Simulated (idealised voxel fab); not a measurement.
Process module heading - voxel wiring stack
FYI the section here is cut, 265 nm wide, cells are 5 nm squares.
Square cells in a grid make up a cross-section in this document, and the grid is given as bands, listed from the top down, each one or more rows of cells. Per band: top height and bottom height in nm, followed by the left-to-right materials and their widths in nm; "all across" marks a single material spanning edge to edge, "empty" marks empty space. For the purposes of this specification, 0 denotes the height below which the wafer in its as-received condition is composed wholly of one material, and the lowermost band, lacking a lower limit, extends downward without end, as expressed in "0 nm and below". When a width is written as two numbers, as in "30 to 40", the first number is the width in the top row of cells of the band and the second is the width in its bottom row, and the width changes by the same amount from each row to the next. No cell of the cross-section changed in a step that is given as "no alteration". The list in "Encapsulated voids" covers empty spaces of 8 cells or more that cannot reach the top through any open way, and it gives each as width x height at distance; the distance is from the left edge, and width, height and distance are in nm. Heads up: the bit after the settings on a step's line is the simulator's remark on that step. For masked steps, "overlay nm" on the step line gives how far right of plan the mask actually lay; a minus sign means it lay to the left.
# Here's what the planned process steps look like
1. RECEIVE: material Si
2. CONFORMAL_DEP: material SiO2, thk nm 15
3. CONFORMAL_DEP: material SiN, thk nm 5
4. DIRECTIONAL_DEP: material lowk, thk nm 15
5. PATTERN: tone open, mask id METAL_1, material resist, width nm 25, pitch nm 45, thk nm 15, overlay nm 0
6. DIRECTIONAL_ETCH: etch materials lowk, depth nm 15
7. DIRECTIONAL_ETCH: etch materials SiN, depth nm 5
8. STRIP: etch materials resist
9. CONFORMAL_DEP: material TiN, thk nm 5
10. FILL_DEP: material Cu, thk nm 5
11. CMP: height nm 35
12. EPI: material Ru, thk nm 5
13. FILL_DEP: material SiCN, thk nm 5
14. DIRECTIONAL_DEP: material SiO2, thk nm 10
15. MASKED_ETCH: tone open, mask id PLUG_1, width nm 15, pitch nm 90, etch materials SiO2, depth nm 10, overlay nm 0
16. MASKED_ETCH: tone open, mask id PLUG_1, width nm 15, pitch nm 90, etch materials SiCN, depth nm 5, overlay nm 0
17. EPI: material Ru, thk nm 10
18. EPI: material Ru, thk nm 5
19. CONFORMAL_DEP: material SiN, thk nm 5
20. DIRECTIONAL_DEP: material SiO2, thk nm 20
21. MASKED_ETCH: tone open, mask id METAL_2, width nm 25, pitch nm 45, etch materials SiO2, depth nm 20, overlay nm 0
22. MASKED_ETCH: tone open, mask id METAL_2, width nm 25, pitch nm 45, etch materials SiN, depth nm 5, overlay nm 0
23. CONFORMAL_DEP: material TiN, thk nm 5
24. FILL_DEP: material Cu, thk nm 10
25. CMP: height nm 80
26. CONFORMAL_DEP: material SiCN, thk nm 5
27. DIRECTIONAL_DEP: material SiO2, thk nm 25
28. DIRECTIONAL_DEP: material aC, thk nm 10
29. PATTERN: tone open, mask id METAL_3, material resist, width nm 25, pitch nm 45, thk nm 30, overlay nm 0
30. DIRECTIONAL_ETCH: etch materials aC, depth nm 10
31. STRIP: etch materials resist
32. DIRECTIONAL_ETCH: etch materials SiO2, depth nm 15
33. STRIP: etch materials aC
34. DIRECTIONAL_DEP: material aC, thk nm 10
35. PATTERN: tone open, mask id METAL_3_HOLES, material resist, width nm 15, pitch nm 45, thk nm 30, overlay nm 0
36. DIRECTIONAL_ETCH: etch materials aC, depth nm 10
37. STRIP: etch materials resist
38. DIRECTIONAL_ETCH: etch materials SiO2, depth nm 10
39. DIRECTIONAL_ETCH: etch materials SiCN, depth nm 5
40. STRIP: etch materials aC
41. CONFORMAL_DEP: material TiN, thk nm 5
42. FILL_DEP: material Cu, thk nm 10
43. CMP: height nm 110
44. CONFORMAL_DEP: material SiCN, thk nm 5
45. DIRECTIONAL_DEP: material SiO2, thk nm 30
46. DIRECTIONAL_DEP: material aC, thk nm 10
47. PATTERN: tone open, mask id METAL_4_HOLES, material resist, width nm 15, pitch nm 90, thk nm 25, overlay nm 0
48. DIRECTIONAL_ETCH: etch materials aC, depth nm 10
49. STRIP: etch materials resist
50. DIRECTIONAL_ETCH: etch materials SiO2, depth nm 30
51. STRIP: etch materials aC
52. MASKED_ETCH: tone open, mask id METAL_4, width nm 25, pitch nm 45, etch materials SiO2, depth nm 20, overlay nm 0
53. MASKED_ETCH: tone open, mask id METAL_4, width nm 25, pitch nm 45, etch materials SiCN, depth nm 5, overlay nm 0
54. CONFORMAL_DEP: material TiN, thk nm 5
55. FILL_DEP: material Ru, thk nm 10
56. CMP: height nm 145
57. CONFORMAL_DEP: material SiCN, thk nm 5
# Cross-section of the wafer as it came to us, i.e., already through step 1
- 0 nm and below  Si all across
- Encapsulated voids: none
# Cross-sectional image of the first of two wafers at the end of the module, the run having proceeded as planned
- 150 nm to 145 nm  SiCN all across
- 145 nm to 130 nm  50 SiO2 | 5 TiN | 15 Ru | 5 TiN | 20 SiO2 | 5 TiN | 15 Ru | 5 TiN | 20 SiO2 | 5 TiN | 15 Ru | 5 TiN | 20 SiO2 | 5 TiN | 15 Ru | 5 TiN | 55 SiO2
- 130 nm to 125 nm  50 SiO2 | 5 TiN | 5 Ru | 15 TiN | 20 SiO2 | 25 TiN | 20 SiO2 | 5 TiN | 5 Ru | 15 TiN | 20 SiO2 | 25 TiN | 55 SiO2
- 125 nm to 115 nm  50 SiO2 | 5 TiN | 5 Ru | 5 TiN | 75 SiO2 | 5 TiN | 5 Ru | 5 TiN | 110 SiO2
- 115 nm to 110 nm  50 SiCN | 15 TiN | 75 SiCN | 15 TiN | 110 SiCN
- 110 nm to 100 nm  50 SiO2 | 5 TiN | 15 Cu | 5 TiN | 20 SiO2 | 5 TiN | 15 Cu | 5 TiN | 20 SiO2 | 5 TiN | 15 Cu | 5 TiN | 20 SiO2 | 5 TiN | 15 Cu | 5 TiN | 55 SiO2
- 100 nm to 95 nm  50 SiO2 | 5 TiN | 5 Cu | 15 TiN | 20 SiO2 | 5 TiN | 5 Cu | 15 TiN | 20 SiO2 | 5 TiN | 5 Cu | 15 TiN | 20 SiO2 | 5 TiN | 5 Cu | 15 TiN | 55 SiO2
- 95 nm to 85 nm  50 SiO2 | 5 TiN | 5 Cu | 5 TiN | 30 SiO2 | 5 TiN | 5 Cu | 5 TiN | 30 SiO2 | 5 TiN | 5 Cu | 5 TiN | 30 SiO2 | 5 TiN | 5 Cu | 5 TiN | 65 SiO2
- 85 nm to 80 nm  50 SiCN | 15 TiN | 30 SiCN | 15 TiN | 30 SiCN | 15 TiN | 30 SiCN | 15 TiN | 65 SiCN
- 80 nm to 60 nm  50 SiO2 | 5 TiN | 15 Cu | 5 TiN | 20 SiO2 | 5 TiN | 15 Cu | 5 TiN | 20 SiO2 | 5 TiN | 15 Cu | 5 TiN | 20 SiO2 | 5 TiN | 15 Cu | 5 TiN | 55 SiO2
- 60 nm to 55 nm  50 SiN | 25 TiN | 20 SiN | 25 TiN | 20 SiN | 25 TiN | 20 SiN | 25 TiN | 55 SiN
- 55 nm to 45 nm  50 SiO2 | 15 Ru | 75 SiO2 | 15 Ru | 110 SiO2
- 45 nm to 40 nm  50 SiCN | 15 Ru | 75 SiCN | 15 Ru | 110 SiCN
- 40 nm to 35 nm  45 SiCN | 35 Ru | 10 SiCN | 35 Ru | 10 SiCN | 35 Ru | 10 SiCN | 35 Ru | 50 SiCN
- 35 nm to 20 nm  50 lowk | 5 TiN | 15 Cu | 5 TiN | 20 lowk | 5 TiN | 15 Cu | 5 TiN | 20 lowk | 5 TiN | 15 Cu | 5 TiN | 20 lowk | 5 TiN | 15 Cu | 5 TiN | 55 lowk
- 20 nm to 15 nm  50 SiN | 25 TiN | 20 SiN | 25 TiN | 20 SiN | 25 TiN | 20 SiN | 25 TiN | 55 SiN
- 15 nm to 0 nm  SiO2 all across
- 0 nm and below  Si all across
- Encapsulated voids: none
# End-of-module cross-section of the second wafer: identical starting point and process plan to the first, with one processing mistake
- 150 nm to 145 nm  SiCN all across
- 145 nm to 130 nm  50 SiO2 | 5 TiN | 15 Ru | 5 TiN | 20 SiO2 | 5 TiN | 15 Ru | 5 TiN | 20 SiO2 | 5 TiN | 15 Ru | 5 TiN | 20 SiO2 | 5 TiN | 15 Ru | 5 TiN | 55 SiO2
- 130 nm to 125 nm  50 SiO2 | 5 TiN | 5 Ru | 15 TiN | 20 SiO2 | 25 TiN | 20 SiO2 | 5 TiN | 5 Ru | 15 TiN | 20 SiO2 | 25 TiN | 55 SiO2
- 125 nm to 115 nm  50 SiO2 | 5 TiN | 5 Ru | 5 TiN | 75 SiO2 | 5 TiN | 5 Ru | 5 TiN | 110 SiO2
- 115 nm to 110 nm  50 SiCN | 15 TiN | 75 SiCN | 15 TiN | 110 SiCN
- 110 nm to 105 nm  Cu all across
- 105 nm to 100 nm  55 TiN | 15 Cu | 30 TiN | 15 Cu | 30 TiN | 15 Cu | 30 TiN | 15 Cu | 60 TiN
- 100 nm to 95 nm  50 SiO2 | 25 TiN | 20 SiO2 | 25 TiN | 20 SiO2 | 25 TiN | 20 SiO2 | 25 TiN | 55 SiO2
- 95 nm to 85 nm  65 SiO2 | 10 TiN | 35 SiO2 | 10 TiN | 35 SiO2 | 10 TiN | 35 SiO2 | 10 TiN | 55 SiO2
- 85 nm to 80 nm  65 SiCN | 10 TiN | 35 SiCN | 10 TiN | 35 SiCN | 10 TiN | 35 SiCN | 10 TiN | 55 SiCN
- 80 nm to 60 nm  50 SiO2 | 5 TiN | 15 Cu | 5 TiN | 20 SiO2 | 5 TiN | 15 Cu | 5 TiN | 20 SiO2 | 5 TiN | 15 Cu | 5 TiN | 20 SiO2 | 5 TiN | 15 Cu | 5 TiN | 55 SiO2
- 60 nm to 55 nm  50 SiN | 25 TiN | 20 SiN | 25 TiN | 20 SiN | 25 TiN | 20 SiN | 25 TiN | 55 SiN
- 55 nm to 45 nm  50 SiO2 | 15 Ru | 75 SiO2 | 15 Ru | 110 SiO2
- 45 nm to 40 nm  50 SiCN | 15 Ru | 75 SiCN | 15 Ru | 110 SiCN
- 40 nm to 35 nm  45 SiCN | 35 Ru | 10 SiCN | 35 Ru | 10 SiCN | 35 Ru | 10 SiCN | 35 Ru | 50 SiCN
- 35 nm to 20 nm  50 lowk | 5 TiN | 15 Cu | 5 TiN | 20 lowk | 5 TiN | 15 Cu | 5 TiN | 20 lowk | 5 TiN | 15 Cu | 5 TiN | 20 lowk | 5 TiN | 15 Cu | 5 TiN | 55 lowk
- 20 nm to 15 nm  50 SiN | 25 TiN | 20 SiN | 25 TiN | 20 SiN | 25 TiN | 20 SiN | 25 TiN | 55 SiN
- 15 nm to 0 nm  SiO2 all across
- 0 nm and below  Si all across
- Encapsulated voids: none
Here's what went sideways: heads up, step 35 didn't go per plan, it actually ran as PATTERN: tone cover, mask id METAL_3_HOLES, material resist, width nm 15, pitch nm 45, thk nm 30, overlay nm 0
Counted in cells at the end, the second wafer holds more or fewer of these materials than the first: 29 more of Cu, 4 more of SiCN, 58 fewer of SiO2, 25 more of TiN
